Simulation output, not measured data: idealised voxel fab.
Herein follows the process module entitled voxel gate over fins.
The figure presents cross-section cut, which has a width of 185 nm and is divided into square cells with an edge length of 5 nm.
Cross-section format: a grid of square cells, given as bands from top to bottom; each band is one or more rows of cells. Basically the band line says how high the top is and how high the bottom is, in nm, and then what's in it from left to right, every material with its width in nm. Empty space shows up as "blank", and if a single material carries "full width" it runs the full band edge to edge. The reference from which all heights are counted is 0, the level beneath which the as-received wafer is entirely one material; the lowest band, having no lower bound, proceeds downward and is written after the example "0 and below". Graded width ("30..40"): value in top row of band = first number; value in bottom row = second number; row-to-row change constant. Basically "nothing altered" means that step didn't change any cell in the cross-section. "Closed empty spaces" lists enclosed empty spaces (at least 8 cells, no open path upward to the top), each as width x height at distance from the left edge, in nm. Post-settings text on a step line: simulator's own remark regarding the step. overlay nm: mask right of planned place by this much (step with mask). Neg. = left.

Set out below are the planned steps of the process
| 1 | RECEIVE,material Si |
| 2 | CONFORMAL_DEP,material SiN,thk nm 5 |
| 3 | DIRECTIONAL_DEP,material aC,thk nm 15 |
| 4 | PATTERN,tone cover,mask id FINS,material resist,width nm 15,pitch nm 45,thk nm 35,overlay nm 0 |
| 5 | DIRECTIONAL_ETCH,etch materials aC,depth nm 15 |
| 6 | STRIP,etch materials resist |
| 7 | DIRECTIONAL_ETCH,etch materials SiN,depth nm 5 |
| 8 | DIRECTIONAL_ETCH,etch materials Si,depth nm 30 |
| 9 | STRIP,etch materials aC |
| 10 | OXIDIZE,depth nm 5 |
| 11 | FILL_DEP,material SiO2,thk nm 5 |
| 12 | CMP,height nm 5 |
| 13 | SELECTIVE_ETCH,etch materials SiO2,depth nm 20 |
| 14 | STRIP,etch materials SiN |
| 15 | CONFORMAL_DEP,material HfO2,thk nm 5 |
| 16 | CONFORMAL_DEP,material TiN,thk nm 5 |
| 17 | FILL_DEP,material W,thk nm 15 |
| 18 | CMP,height nm 20 |
| 19 | CONFORMAL_DEP,material SiCN,thk nm 5 |

First wafer of two (run as planned)

Wafer cross-section on receipt, i.e. after step 1
0 and below | Si full width
Closed empty spaces: none

You're looking at a cross-section of the wafer after step 2
5 down to 0 | SiN full width
Below 0, the layers are the same as they were.

You're looking at a cross-section of the wafer after step 3
20 down to 5 | aC full width
Below 5, the layers are the same as they were.

You're looking at a cross-section of the wafer after step 4
55 down to 20 | 40 blank; 15 resist; 30 blank; 15 resist; 30 blank; 15 resist; 40 blank
Below 20, the layers are the same as they were.

You're looking at a cross-section of the wafer after step 5
40 down to 20 | 40 blank; 15 resist; 30 blank; 15 resist; 30 blank; 15 resist; 40 blank
20 down to 5 | 40 blank; 15 aC; 30 blank; 15 aC; 30 blank; 15 aC; 40 blank
Below 5, the layers are the same as they were.

You're looking at a cross-section of the wafer after step 6
20 down to 5 | 40 blank; 15 aC; 30 blank; 15 aC; 30 blank; 15 aC; 40 blank
Below 5, the layers are the same as they were.

You're looking at a cross-section of the wafer after step 7
20 down to 5 | 40 blank; 15 aC; 30 blank; 15 aC; 30 blank; 15 aC; 40 blank
5 down to 0 | 40 blank; 15 SiN; 30 blank; 15 SiN; 30 blank; 15 SiN; 40 blank
Below 0, the layers are the same as they were.

You're looking at a cross-section of the wafer after step 8
20 down to 5 | 40 blank; 15 aC; 30 blank; 15 aC; 30 blank; 15 aC; 40 blank
5 down to 0 | 40 blank; 15 SiN; 30 blank; 15 SiN; 30 blank; 15 SiN; 40 blank
0 down to -30 | 40 blank; 15 Si; 30 blank; 15 Si; 30 blank; 15 Si; 40 blank
Below -30, the layers are the same as they were.

You're looking at a cross-section of the wafer after step 9
5 down to 0 | 40 blank; 15 SiN; 30 blank; 15 SiN; 30 blank; 15 SiN; 40 blank
Below 0, the layers are the same as they were.

You're looking at a cross-section of the wafer after step 10
5 down to 0 | 40 blank; 15 SiN; 30 blank; 15 SiN; 30 blank; 15 SiN; 40 blank
0 down to -30 | 40 blank; 5 SiO2; 5 Si; 5 SiO2; 30 blank; 5 SiO2; 5 Si; 5 SiO2; 30 blank; 5 SiO2; 5 Si; 5 SiO2; 40 blank
-30 down to -35 | 45 SiO2; 5 Si; 40 SiO2; 5 Si; 40 SiO2; 5 Si; 45 SiO2
Below -35, the layers are the same as they were.

You're looking at a cross-section of the wafer after step 11
10 down to 5 | SiO2 full width
5 down to 0 | 40 SiO2; 15 SiN; 30 SiO2; 15 SiN; 30 SiO2; 15 SiN; 40 SiO2
0 down to -35 | 45 SiO2; 5 Si; 40 SiO2; 5 Si; 40 SiO2; 5 Si; 45 SiO2
Below -35, the layers are the same as they were.

You're looking at a cross-section of the wafer after step 12
5 down to 0 | 40 SiO2; 15 SiN; 30 SiO2; 15 SiN; 30 SiO2; 15 SiN; 40 SiO2
Below 0, the layers are the same as they were.

You're looking at a cross-section of the wafer after step 13
5 down to 0 | 40 blank; 15 SiN; 30 blank; 15 SiN; 30 blank; 15 SiN; 40 blank
0 down to -15 | 45 blank; 5 Si; 40 blank; 5 Si; 40 blank; 5 Si; 45 blank
Below -15, the layers are the same as they were.

You're looking at a cross-section of the wafer after step 14
0 down to -15 | 45 blank; 5 Si; 40 blank; 5 Si; 40 blank; 5 Si; 45 blank
Below -15, the layers are the same as they were.

You're looking at a cross-section of the wafer after step 15
5 down to 0 | 40 blank; 15 HfO2; 30 blank; 15 HfO2; 30 blank; 15 HfO2; 40 blank
0 down to -10 | 40 blank; 5 HfO2; 5 Si; 5 HfO2; 30 blank; 5 HfO2; 5 Si; 5 HfO2; 30 blank; 5 HfO2; 5 Si; 5 HfO2; 40 blank
-10 down to -15 | 45 HfO2; 5 Si; 40 HfO2; 5 Si; 40 HfO2; 5 Si; 45 HfO2
Below -15, the layers are the same as they were.

You're looking at a cross-section of the wafer after step 16
10 down to 5 | 35 blank; 25 TiN; 20 blank; 25 TiN; 20 blank; 25 TiN; 35 blank
5 down to 0 | 35 blank; 5 TiN; 15 HfO2; 5 TiN; 20 blank; 5 TiN; 15 HfO2; 5 TiN; 20 blank; 5 TiN; 15 HfO2; 5 TiN; 35 blank
0 down to -5 | 35 blank; 5 TiN; 5 HfO2; 5 Si; 5 HfO2; 5 TiN; 20 blank; 5 TiN; 5 HfO2; 5 Si; 5 HfO2; 5 TiN; 20 blank; 5 TiN; 5 HfO2; 5 Si; 5 HfO2; 5 TiN; 35 blank
-5 down to -10 | 40 TiN; 5 HfO2; 5 Si; 5 HfO2; 30 TiN; 5 HfO2; 5 Si; 5 HfO2; 30 TiN; 5 HfO2; 5 Si; 5 HfO2; 40 TiN
Below -10, the layers are the same as they were.

You're looking at a cross-section of the wafer after step 17
25 down to 10 | W full width
10 down to 5 | 35 W; 25 TiN; 20 W; 25 TiN; 20 W; 25 TiN; 35 W
5 down to 0 | 35 W; 5 TiN; 15 HfO2; 5 TiN; 20 W; 5 TiN; 15 HfO2; 5 TiN; 20 W; 5 TiN; 15 HfO2; 5 TiN; 35 W
0 down to -5 | 35 W; 5 TiN; 5 HfO2; 5 Si; 5 HfO2; 5 TiN; 20 W; 5 TiN; 5 HfO2; 5 Si; 5 HfO2; 5 TiN; 20 W; 5 TiN; 5 HfO2; 5 Si; 5 HfO2; 5 TiN; 35 W
Below -5, the layers are the same as they were.

You're looking at a cross-section of the wafer after step 18
20 down to 10 | W full width
Below 10, the layers are the same as they were.

You're looking at a cross-section of the wafer after step 19
25 down to 20 | SiCN full width
Below 20, the layers are the same as they were.

The second wafer was prepared from the same starting point and under the same plan as the first; its processing contained one mistake, and it remains indistinguishable from the first wafer up to and including step 12

At the planned end of step 13, the second wafer in cross-section
5 down to 0 | 40 blank; 15 SiN; 30 blank; 15 SiN; 30 blank; 15 SiN; 40 blank
0 down to -35 | 45 blank; 5 Si; 40 blank; 5 Si; 40 blank; 5 Si; 45 blank
Below -35, the layers are the same as they were.

At the planned end of step 14, the second wafer in cross-section
0 down to -35 | 45 blank; 5 Si; 40 blank; 5 Si; 40 blank; 5 Si; 45 blank
Below -35, the layers are the same as they were.

At the planned end of step 15, the second wafer in cross-section
5 down to 0 | 40 blank; 15 HfO2; 30 blank; 15 HfO2; 30 blank; 15 HfO2; 40 blank
0 down to -30 | 40 blank; 5 HfO2; 5 Si; 5 HfO2; 30 blank; 5 HfO2; 5 Si; 5 HfO2; 30 blank; 5 HfO2; 5 Si; 5 HfO2; 40 blank
-30 down to -35 | 45 HfO2; 5 Si; 40 HfO2; 5 Si; 40 HfO2; 5 Si; 45 HfO2
Below -35, the layers are the same as they were.

At the planned end of step 16, the second wafer in cross-section
10 down to 5 | 35 blank; 25 TiN; 20 blank; 25 TiN; 20 blank; 25 TiN; 35 blank
5 down to 0 | 35 blank; 5 TiN; 15 HfO2; 5 TiN; 20 blank; 5 TiN; 15 HfO2; 5 TiN; 20 blank; 5 TiN; 15 HfO2; 5 TiN; 35 blank
0 down to -25 | 35 blank; 5 TiN; 5 HfO2; 5 Si; 5 HfO2; 5 TiN; 20 blank; 5 TiN; 5 HfO2; 5 Si; 5 HfO2; 5 TiN; 20 blank; 5 TiN; 5 HfO2; 5 Si; 5 HfO2; 5 TiN; 35 blank
-25 down to -30 | 40 TiN; 5 HfO2; 5 Si; 5 HfO2; 30 TiN; 5 HfO2; 5 Si; 5 HfO2; 30 TiN; 5 HfO2; 5 Si; 5 HfO2; 40 TiN
Below -30, the layers are the same as they were.

At the planned end of step 17, the second wafer in cross-section
25 down to 10 | W full width
10 down to 5 | 35 W; 25 TiN; 20 W; 25 TiN; 20 W; 25 TiN; 35 W
5 down to 0 | 35 W; 5 TiN; 15 HfO2; 5 TiN; 20 W; 5 TiN; 15 HfO2; 5 TiN; 20 W; 5 TiN; 15 HfO2; 5 TiN; 35 W
0 down to -25 | 35 W; 5 TiN; 5 HfO2; 5 Si; 5 HfO2; 5 TiN; 20 W; 5 TiN; 5 HfO2; 5 Si; 5 HfO2; 5 TiN; 20 W; 5 TiN; 5 HfO2; 5 Si; 5 HfO2; 5 TiN; 35 W
Below -25, the layers are the same as they were.

At the planned end of step 18, the second wafer in cross-section
20 down to 10 | W full width
Below 10, the layers are the same as they were.

At the planned end of step 19, the second wafer in cross-section
25 down to 20 | SiCN full width
Below 20, the layers are the same as they were.
Error vs. plan: step 13 of the plan was carried out twice
The second wafer ends with more or fewer cells of some materials than the first, per final count: +24 HfO2 | -136 SiO2 | +24 TiN | +88 W
